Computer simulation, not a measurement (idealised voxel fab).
Name of the process module below: voxel gate over fins
280 nm wide, 5 nm square cells: that's cross-section cut.
Notation: cross-section as square-cell grid; stated in bands, top first, going down; one or more cell rows per band.
Heads up on the band format: heights come first, top then bottom, in nm. After that it's the materials left to right, each with its width in nm. A single material flagged "full width" fills the whole band edge to edge, and "air" means there's empty space there.
Heights from 0 (as-received wafer is one material below). Bottom band endless downward, as "0 down".
A two-number width, for instance "30->40", indicates that the width is equal to the first number in the top row of the band and to the second number in the bottom row, and that it changes by a constant amount per row of cells.
"no change", as given for a step, is the statement that not any cell of the cross-section underwent a change during that step.
Basically, "Sealed cavities" tells you about the enclosed voids: empty spaces with no open way to the top, 8 cells or bigger, each written width x height at distance, where distance is from the left edge, all in nm.
If you see something after the settings on a step's line, that's the simulator's own remark about that step.
A step line may carry the setting "overlay nm", which, for steps involving a mask, states the distance by which the mask lay to the right of its intended position; negative values denote displacement to the left.
The process steps that were planned are listed below:
1 RECEIVE: material Si
2 CONFORMAL_DEP: material SiN, thk nm 5
3 PATTERN: tone cover, mask id FINS, material resist, width nm 15, pitch nm 55, thk nm 15, overlay nm 0
4 DIRECTIONAL_ETCH: etch materials SiN, depth nm 5
5 DIRECTIONAL_ETCH: etch materials Si, depth nm 35
6 STRIP: etch materials resist
7 OXIDIZE: depth nm 5
8 FILL_DEP: material SiO2, thk nm 15
9 CMP: height nm 5
10 DIRECTIONAL_DEP: material aC, thk nm 10
11 PATTERN: tone open, mask id RAIL, material resist, width nm 15, thk nm 25, overlay nm 0
12 DIRECTIONAL_ETCH: etch materials aC, depth nm 10
13 STRIP: etch materials resist
14 DIRECTIONAL_ETCH: etch materials SiO2, depth nm 35
15 STRIP: etch materials aC
16 CONFORMAL_DEP: material TiN, thk nm 5
17 FILL_DEP: material W, thk nm 5
18 CMP: height nm 5
19 SELECTIVE_ETCH: etch materials W Ru TiN, depth nm 25
20 FILL_DEP: material SiO2, thk nm 5
21 CMP: height nm 5
22 SELECTIVE_ETCH: etch materials SiO2, depth nm 15
23 STRIP: etch materials SiN
24 CONFORMAL_DEP: material HfO2, thk nm 5
25 CONFORMAL_DEP: material TiN, thk nm 5
26 CONFORMAL_DEP: material TiAl, thk nm 5
27 CONFORMAL_DEP: material TiN, thk nm 5
28 FILL_DEP: material W, thk nm 15
29 CMP: height nm 30
30 CONFORMAL_DEP: material SiN, thk nm 5
As-received state of the wafer in cross-section, equivalent to post-step 1:
> 0 down | Si full width
> Sealed cavities: none
Below is the wafer in cross-section after the module was completed. It began from the starting point shown above and followed the plan shown above, except that one mistake was made while running it:
> 35 to 30 | SiN full width
> 30 to 15 | W full width
> 15 to 10 | 65 of W, 35 of TiN, 20 of W, 35 of TiN, 20 of W, 35 of TiN, 70 of W
> 10 to 5 | 65 of W, 5 of TiN, 25 of TiAl, 5 of TiN, 20 of W, 5 of TiN, 25 of TiAl, 5 of TiN, 20 of W, 5 of TiN, 25 of TiAl, 5 of TiN, 70 of W
> 5 to 0 | 70 of TiN, 5 of TiAl, 15 of HfO2, 5 of TiAl, 30 of TiN, 5 of TiAl, 15 of HfO2, 5 of TiAl, 30 of TiN, 5 of TiAl, 15 of HfO2, 5 of TiAl, 75 of TiN
> 0 to -5 | 75 of TiAl, 5 of HfO2, 5 of Si, 5 of HfO2, 40 of TiAl, 5 of HfO2, 5 of Si, 5 of HfO2, 40 of TiAl, 5 of HfO2, 5 of Si, 5 of HfO2, 80 of TiAl
> -5 to -10 | 80 of HfO2, 5 of Si, 50 of HfO2, 5 of Si, 50 of HfO2, 5 of Si, 85 of HfO2
> -10 to -20 | 80 of SiO2, 5 of Si, 50 of SiO2, 5 of Si, 50 of SiO2, 5 of Si, 85 of SiO2
> -20 to -25 | 80 of SiO2, 5 of Si, 15 of SiO2, 5 of TiN, 5 of W, 5 of TiN, 20 of SiO2, 5 of Si, 50 of SiO2, 5 of Si, 85 of SiO2
> -25 to -30 | 80 of SiO2, 5 of Si, 15 of SiO2, 15 of TiN, 20 of SiO2, 5 of Si, 50 of SiO2, 5 of Si, 85 of SiO2
> -30 to -40 | 80 of SiO2, 5 of Si, 50 of SiO2, 5 of Si, 50 of SiO2, 5 of Si, 85 of SiO2
> -40 down | Si full width
> Sealed cavities: none
Misprocessing identified: step 25 of the plan did not run at all; it was left out
